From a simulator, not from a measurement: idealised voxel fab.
Name of the process module below: voxel gate over fins
The figure presents cross-section cut, which has a width of 235 nm and is divided into square cells with an edge length of 5 nm.
Cross-section spec: square-cell grid; bands listed top down; each band is one or more rows. The entry gives the band's vertical extent as a top height and a bottom height in nm, then its horizontal make-up as materials from left to right, each with a width in nm. "empty" stands for empty space; a single material marked "edge to edge" fills the band edge to edge. Zero point of the height axis is 0; under it, received wafer = one material. Lowest band: continues down indefinitely, "0 nm and below". You'd read "30 to 40" like this: the band's top row of cells is as wide as the first number, its bottom row is as wide as the second, and going down, every row changes width by the same amount as the row before did. For the purposes of this document, the phrase "no alterations made" attached to a step denotes that no cell within the cross-section was modified by that step. Empty spaces without an open route to the top, at least 8 cells in extent, make up the entry "Sealed cavities"; each is given as width x height at distance, where the distance is measured from the left edge, and all are in nm. Where a step's line continues beyond its settings, the continuation is a remark by the simulator itself on that step. overlay nm: mask right of planned place by this much (step with mask). Neg. = left.

LIST OF PLANNED PROCESS STEPS
1,RECEIVE: material Si
2,CONFORMAL_DEP: material SiN, thk nm 5
3,PATTERN: tone cover, mask id FINS, material resist, width nm 15, pitch nm 35, thk nm 15, overlay nm 0
4,DIRECTIONAL_ETCH: etch materials SiN, depth nm 5
5,DIRECTIONAL_ETCH: etch materials Si, depth nm 35
6,STRIP: etch materials resist
7,FILL_DEP: material SiO2, thk nm 15
8,CMP: height nm 5
9,SELECTIVE_ETCH: etch materials SiO2, depth nm 15
10,STRIP: etch materials SiN
11,CONFORMAL_DEP: material HfO2, thk nm 5
12,CONFORMAL_DEP: material TiN, thk nm 5
13,CONFORMAL_DEP: material TiAl, thk nm 5
14,CONFORMAL_DEP: material TiN, thk nm 5
15,FILL_DEP: material W, thk nm 15
16,CMP: height nm 30
17,CONFORMAL_DEP: material SiCN, thk nm 5

THE FIRST OF A SET OF TWO WAFERS, RUN TO PLAN

RECEIVED-STATE CROSS-SECTION, REFLECTING COMPLETION OF STEP 1
    0 nm and below | Si edge to edge
    Sealed cavities: none

TAKE A LOOK AT THE WAFER'S CROSS-SECTION AFTER STEP 2
    5 nm to 0 nm | SiN edge to edge
    Nothing below the height 0 has changed.

TAKE A LOOK AT THE WAFER'S CROSS-SECTION AFTER STEP 3
    20 nm to 5 nm | 90 nm empty / 15 nm resist / 20 nm empty / 15 nm resist / 95 nm empty
    Nothing below the height 5 has changed.

TAKE A LOOK AT THE WAFER'S CROSS-SECTION AFTER STEP 4
    20 nm to 5 nm | 90 nm empty / 15 nm resist / 20 nm empty / 15 nm resist / 95 nm empty
    5 nm to 0 nm | 90 nm empty / 15 nm SiN / 20 nm empty / 15 nm SiN / 95 nm empty
    Nothing below the height 0 has changed.

TAKE A LOOK AT THE WAFER'S CROSS-SECTION AFTER STEP 5
    20 nm to 5 nm | 90 nm empty / 15 nm resist / 20 nm empty / 15 nm resist / 95 nm empty
    5 nm to 0 nm | 90 nm empty / 15 nm SiN / 20 nm empty / 15 nm SiN / 95 nm empty
    0 nm to -35 nm | 90 nm empty / 15 nm Si / 20 nm empty / 15 nm Si / 95 nm empty
    Nothing below the height -35 has changed.

TAKE A LOOK AT THE WAFER'S CROSS-SECTION AFTER STEP 6
    5 nm to 0 nm | 90 nm empty / 15 nm SiN / 20 nm empty / 15 nm SiN / 95 nm empty
    Nothing below the height 0 has changed.

TAKE A LOOK AT THE WAFER'S CROSS-SECTION AFTER STEP 7
    20 nm to 5 nm | SiO2 edge to edge
    5 nm to 0 nm | 90 nm SiO2 / 15 nm SiN / 20 nm SiO2 / 15 nm SiN / 95 nm SiO2
    0 nm to -35 nm | 90 nm SiO2 / 15 nm Si / 20 nm SiO2 / 15 nm Si / 95 nm SiO2
    Nothing below the height -35 has changed.

TAKE A LOOK AT THE WAFER'S CROSS-SECTION AFTER STEP 8
    5 nm to 0 nm | 90 nm SiO2 / 15 nm SiN / 20 nm SiO2 / 15 nm SiN / 95 nm SiO2
    Nothing below the height 0 has changed.

TAKE A LOOK AT THE WAFER'S CROSS-SECTION AFTER STEP 9
    5 nm to 0 nm | 90 nm empty / 15 nm SiN / 20 nm empty / 15 nm SiN / 95 nm empty
    0 nm to -10 nm | 90 nm empty / 15 nm Si / 20 nm empty / 15 nm Si / 95 nm empty
    Nothing below the height -10 has changed.

TAKE A LOOK AT THE WAFER'S CROSS-SECTION AFTER STEP 10
    0 nm to -10 nm | 90 nm empty / 15 nm Si / 20 nm empty / 15 nm Si / 95 nm empty
    Nothing below the height -10 has changed.

TAKE A LOOK AT THE WAFER'S CROSS-SECTION AFTER STEP 11
    5 nm to 0 nm | 85 nm empty / 25 nm HfO2 / 10 nm empty / 25 nm HfO2 / 90 nm empty
    0 nm to -5 nm | 85 nm empty / 5 nm HfO2 / 15 nm Si / 5 nm HfO2 / 10 nm empty / 5 nm HfO2 / 15 nm Si / 5 nm HfO2 / 90 nm empty
    -5 nm to -10 nm | 90 nm HfO2 / 15 nm Si / 20 nm HfO2 / 15 nm Si / 95 nm HfO2
    Nothing below the height -10 has changed.

TAKE A LOOK AT THE WAFER'S CROSS-SECTION AFTER STEP 12
    10 nm to 5 nm | 80 nm empty / 70 nm TiN / 85 nm empty
    5 nm to 0 nm | 80 nm empty / 5 nm TiN / 25 nm HfO2 / 10 nm TiN / 25 nm HfO2 / 5 nm TiN / 85 nm empty
    0 nm to -5 nm | 85 nm TiN / 5 nm HfO2 / 15 nm Si / 5 nm HfO2 / 10 nm TiN / 5 nm HfO2 / 15 nm Si / 5 nm HfO2 / 90 nm TiN
    Nothing below the height -5 has changed.

TAKE A LOOK AT THE WAFER'S CROSS-SECTION AFTER STEP 13
    15 nm to 10 nm | 75 nm empty / 80 nm TiAl / 80 nm empty
    10 nm to 5 nm | 75 nm empty / 5 nm TiAl / 70 nm TiN / 5 nm TiAl / 80 nm empty
    5 nm to 0 nm | 80 nm TiAl / 5 nm TiN / 25 nm HfO2 / 10 nm TiN / 25 nm HfO2 / 5 nm TiN / 85 nm TiAl
    Nothing below the height 0 has changed.

TAKE A LOOK AT THE WAFER'S CROSS-SECTION AFTER STEP 14
    20 nm to 15 nm | 70 nm empty / 90 nm TiN / 75 nm empty
    15 nm to 10 nm | 70 nm empty / 5 nm TiN / 80 nm TiAl / 5 nm TiN / 75 nm empty
    10 nm to 5 nm | 75 nm TiN / 5 nm TiAl / 70 nm TiN / 5 nm TiAl / 80 nm TiN
    Nothing below the height 5 has changed.

TAKE A LOOK AT THE WAFER'S CROSS-SECTION AFTER STEP 15
    35 nm to 20 nm | W edge to edge
    20 nm to 15 nm | 70 nm W / 90 nm TiN / 75 nm W
    15 nm to 10 nm | 70 nm W / 5 nm TiN / 80 nm TiAl / 5 nm TiN / 75 nm W
    Nothing below the height 10 has changed.

TAKE A LOOK AT THE WAFER'S CROSS-SECTION AFTER STEP 16
    30 nm to 20 nm | W edge to edge
    Nothing below the height 20 has changed.

TAKE A LOOK AT THE WAFER'S CROSS-SECTION AFTER STEP 17
    35 nm to 30 nm | SiCN edge to edge
    Nothing below the height 30 has changed.

THE REMAINING WAFER, SECOND OF THE TWO, STARTED LIKE THE FIRST AND WAS RUN TO THE SAME PLAN, EXCEPT THAT ONE MISTAKE WAS MADE ALONG THE WAY; THE TWO COINCIDE THROUGH STEP 2, INCLUSIVE

LOOK AT THE SECOND WAFER IN CROSS-SECTION AT THE TIME STEP 3 OUGHT TO HAVE FINISHED
    20 nm to 5 nm | 80 nm empty / 15 nm resist / 20 nm empty / 15 nm resist / 105 nm empty
    Nothing below the height 5 has changed.

LOOK AT THE SECOND WAFER IN CROSS-SECTION AT THE TIME STEP 4 OUGHT TO HAVE FINISHED
    20 nm to 5 nm | 80 nm empty / 15 nm resist / 20 nm empty / 15 nm resist / 105 nm empty
    5 nm to 0 nm | 80 nm empty / 15 nm SiN / 20 nm empty / 15 nm SiN / 105 nm empty
    Nothing below the height 0 has changed.

LOOK AT THE SECOND WAFER IN CROSS-SECTION AT THE TIME STEP 5 OUGHT TO HAVE FINISHED
    20 nm to 5 nm | 80 nm empty / 15 nm resist / 20 nm empty / 15 nm resist / 105 nm empty
    5 nm to 0 nm | 80 nm empty / 15 nm SiN / 20 nm empty / 15 nm SiN / 105 nm empty
    0 nm to -35 nm | 80 nm empty / 15 nm Si / 20 nm empty / 15 nm Si / 105 nm empty
    Nothing below the height -35 has changed.

LOOK AT THE SECOND WAFER IN CROSS-SECTION AT THE TIME STEP 6 OUGHT TO HAVE FINISHED
    5 nm to 0 nm | 80 nm empty / 15 nm SiN / 20 nm empty / 15 nm SiN / 105 nm empty
    Nothing below the height 0 has changed.

LOOK AT THE SECOND WAFER IN CROSS-SECTION AT THE TIME STEP 7 OUGHT TO HAVE FINISHED
    20 nm to 5 nm | SiO2 edge to edge
    5 nm to 0 nm | 80 nm SiO2 / 15 nm SiN / 20 nm SiO2 / 15 nm SiN / 105 nm SiO2
    0 nm to -35 nm | 80 nm SiO2 / 15 nm Si / 20 nm SiO2 / 15 nm Si / 105 nm SiO2
    Nothing below the height -35 has changed.

LOOK AT THE SECOND WAFER IN CROSS-SECTION AT THE TIME STEP 8 OUGHT TO HAVE FINISHED
    5 nm to 0 nm | 80 nm SiO2 / 15 nm SiN / 20 nm SiO2 / 15 nm SiN / 105 nm SiO2
    Nothing below the height 0 has changed.

LOOK AT THE SECOND WAFER IN CROSS-SECTION AT THE TIME STEP 9 OUGHT TO HAVE FINISHED
    5 nm to 0 nm | 80 nm empty / 15 nm SiN / 20 nm empty / 15 nm SiN / 105 nm empty
    0 nm to -10 nm | 80 nm empty / 15 nm Si / 20 nm empty / 15 nm Si / 105 nm empty
    Nothing below the height -10 has changed.

LOOK AT THE SECOND WAFER IN CROSS-SECTION AT THE TIME STEP 10 OUGHT TO HAVE FINISHED
    0 nm to -10 nm | 80 nm empty / 15 nm Si / 20 nm empty / 15 nm Si / 105 nm empty
    Nothing below the height -10 has changed.

LOOK AT THE SECOND WAFER IN CROSS-SECTION AT THE TIME STEP 11 OUGHT TO HAVE FINISHED
    5 nm to 0 nm | 75 nm empty / 25 nm HfO2 / 10 nm empty / 25 nm HfO2 / 100 nm empty
    0 nm to -5 nm | 75 nm empty / 5 nm HfO2 / 15 nm Si / 5 nm HfO2 / 10 nm empty / 5 nm HfO2 / 15 nm Si / 5 nm HfO2 / 100 nm empty
    -5 nm to -10 nm | 80 nm HfO2 / 15 nm Si / 20 nm HfO2 / 15 nm Si / 105 nm HfO2
    Nothing below the height -10 has changed.

LOOK AT THE SECOND WAFER IN CROSS-SECTION AT THE TIME STEP 12 OUGHT TO HAVE FINISHED
    10 nm to 5 nm | 70 nm empty / 70 nm TiN / 95 nm empty
    5 nm to 0 nm | 70 nm empty / 5 nm TiN / 25 nm HfO2 / 10 nm TiN / 25 nm HfO2 / 5 nm TiN / 95 nm empty
    0 nm to -5 nm | 75 nm TiN / 5 nm HfO2 / 15 nm Si / 5 nm HfO2 / 10 nm TiN / 5 nm HfO2 / 15 nm Si / 5 nm HfO2 / 100 nm TiN
    Nothing below the height -5 has changed.

LOOK AT THE SECOND WAFER IN CROSS-SECTION AT THE TIME STEP 13 OUGHT TO HAVE FINISHED
    15 nm to 10 nm | 65 nm empty / 80 nm TiAl / 90 nm empty
    10 nm to 5 nm | 65 nm empty / 5 nm TiAl / 70 nm TiN / 5 nm TiAl / 90 nm empty
    5 nm to 0 nm | 70 nm TiAl / 5 nm TiN / 25 nm HfO2 / 10 nm TiN / 25 nm HfO2 / 5 nm TiN / 95 nm TiAl
    Nothing below the height 0 has changed.

LOOK AT THE SECOND WAFER IN CROSS-SECTION AT THE TIME STEP 14 OUGHT TO HAVE FINISHED
    20 nm to 15 nm | 60 nm empty / 90 nm TiN / 85 nm empty
    15 nm to 10 nm | 60 nm empty / 5 nm TiN / 80 nm TiAl / 5 nm TiN / 85 nm empty
    10 nm to 5 nm | 65 nm TiN / 5 nm TiAl / 70 nm TiN / 5 nm TiAl / 90 nm TiN
    Nothing below the height 5 has changed.

LOOK AT THE SECOND WAFER IN CROSS-SECTION AT THE TIME STEP 15 OUGHT TO HAVE FINISHED
    35 nm to 20 nm | W edge to edge
    20 nm to 15 nm | 60 nm W / 90 nm TiN / 85 nm W
    15 nm to 10 nm | 60 nm W / 5 nm TiN / 80 nm TiAl / 5 nm TiN / 85 nm W
    Nothing below the height 10 has changed.

LOOK AT THE SECOND WAFER IN CROSS-SECTION AT THE TIME STEP 16 OUGHT TO HAVE FINISHED
    30 nm to 20 nm | W edge to edge
    Nothing below the height 20 has changed.

LOOK AT THE SECOND WAFER IN CROSS-SECTION AT THE TIME STEP 17 OUGHT TO HAVE FINISHED
    35 nm to 30 nm | SiCN edge to edge
    Nothing below the height 30 has changed.
What was the processing mistake? step 3 changed vs plan, executed as PATTERN: tone cover, mask id FINS, material resist, width nm 15, pitch nm 35, thk nm 15, overlay nm -10
At the end, the second wafer has the same number of cells of each material as the first, but those cells sit in other places.
